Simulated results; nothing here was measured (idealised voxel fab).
Process module, titled voxel air gaps
Square cells of 5 nm make up the cross-section cut, whose width is 285 nm.
Cross-section format: a grid of square cells, given as bands from top to bottom; each band is one or more rows of cells. Look at the band entry: it leads with the top's height and the bottom's height in nm. Then it lists the materials left to right, with a width in nm for each. The word "edge to edge" on a single material says that material fills the band edge to edge. The word "empty" is empty space. Counting heights begins at 0, where everything beneath is, in the wafer as received, one material. The lowest band has no bottom; it goes on downwards, as "0 nm and below" shows. The two numbers in a width such as "30 to 40" mark its ends across the band: the first belongs to the top row of cells, the second to the bottom row, and from each row to the next the width moves by the same amount. No cell of the cross-section changed in a step that is given as "everything unchanged". Empty spaces without an open route to the top, at least 8 cells in extent, make up the entry "Enclosed internal cavities"; each is given as width x height at distance, where the distance is measured from the left edge, and all are in nm. Where a step's line continues beyond its settings, the continuation is a remark by the simulator itself on that step. Each step line may optionally specify "overlay nm", which for a step with a mask gives the rightward distance between the mask's planned place and where it lay, a negative value indicating the leftward direction.

-- The planned process steps are enumerated hereunder
1,op RECEIVE | material Si
2,op CONFORMAL_DEP | material SiO2 | thk nm 10
3,op CONFORMAL_DEP | material SiN | thk nm 5
4,op DIRECTIONAL_DEP | material lowk | thk nm 30
5,op MASKED_ETCH | tone open | mask id LINES | width nm 25 | pitch nm 50 | etch materials lowk | depth nm 30 | overlay nm 0
6,op CONFORMAL_DEP | material TiN | thk nm 5
7,op FILL_DEP | material Ru | thk nm 5
8,op CMP | height nm 45
9,op EPI | material Ru | thk nm 10
10,op SELECTIVE_ETCH | etch materials lowk | depth nm 40
11,op CONFORMAL_DEP | material SiCN | thk nm 5

-- As-received wafer cross-section (after step 1)
0 nm and below: Si edge to edge
Enclosed internal cavities: none

-- Here's the cross-section of the first of our two wafers at the end of the module - it ran as planned
60 nm to 55 nm: 65 empty | 155 SiCN | 65 empty
55 nm to 45 nm: 65 empty | 5 SiCN | 45 Ru | 5 SiCN | 45 Ru | 5 SiCN | 45 Ru | 5 SiCN | 65 empty
45 nm to 40 nm: 65 empty | 15 SiCN | 5 TiN | 15 Ru | 5 TiN | 25 SiCN | 5 TiN | 15 Ru | 5 TiN | 25 SiCN | 5 TiN | 15 Ru | 5 TiN | 15 SiCN | 65 empty
40 nm to 20 nm: 75 empty | 5 SiCN | 5 TiN | 15 Ru | 5 TiN | 5 SiCN | 15 empty | 5 SiCN | 5 TiN | 15 Ru | 5 TiN | 5 SiCN | 15 empty | 5 SiCN | 5 TiN | 15 Ru | 5 TiN | 5 SiCN | 75 empty
20 nm to 15 nm: 80 SiCN | 25 TiN | 25 SiCN | 25 TiN | 25 SiCN | 25 TiN | 80 SiCN
15 nm to 10 nm: SiN edge to edge
10 nm to 0 nm: SiO2 edge to edge
0 nm and below: Si edge to edge
Enclosed internal cavities: 15 x 20 at 110; 15 x 20 at 160

-- Wafer two, sectioned after the module: the first wafer's start, the first wafer's plan, and one mistake in how it was run
60 nm to 55 nm: 65 empty | 155 SiCN | 65 empty
55 nm to 45 nm: 65 empty | 5 SiCN | 45 Ru | 5 SiCN | 45 Ru | 5 SiCN | 45 Ru | 5 SiCN | 65 empty
45 nm to 20 nm: 65 empty | 5 SiCN | 10 Ru | 5 TiN | 15 Ru | 5 TiN | 10 Ru | 5 SiCN | 10 Ru | 5 TiN | 15 Ru | 5 TiN | 10 Ru | 5 SiCN | 10 Ru | 5 TiN | 15 Ru | 5 TiN | 10 Ru | 5 SiCN | 65 empty
20 nm to 15 nm: 70 SiCN | 10 Ru | 25 TiN | 10 Ru | 5 SiCN | 10 Ru | 25 TiN | 10 Ru | 5 SiCN | 10 Ru | 25 TiN | 10 Ru | 70 SiCN
15 nm to 10 nm: SiN edge to edge
10 nm to 0 nm: SiO2 edge to edge
0 nm and below: Si edge to edge
Enclosed internal cavities: none
So what did we get wrong on this run? swap of plan steps 9 and 10 during execution
Once processing is complete, comparing cell counts shows that the second wafer has more or fewer of certain materials than the first: Ru +72; SiCN -32
On completion, 0 closed voids are found in the second wafer, whereas the first wafer has 2.
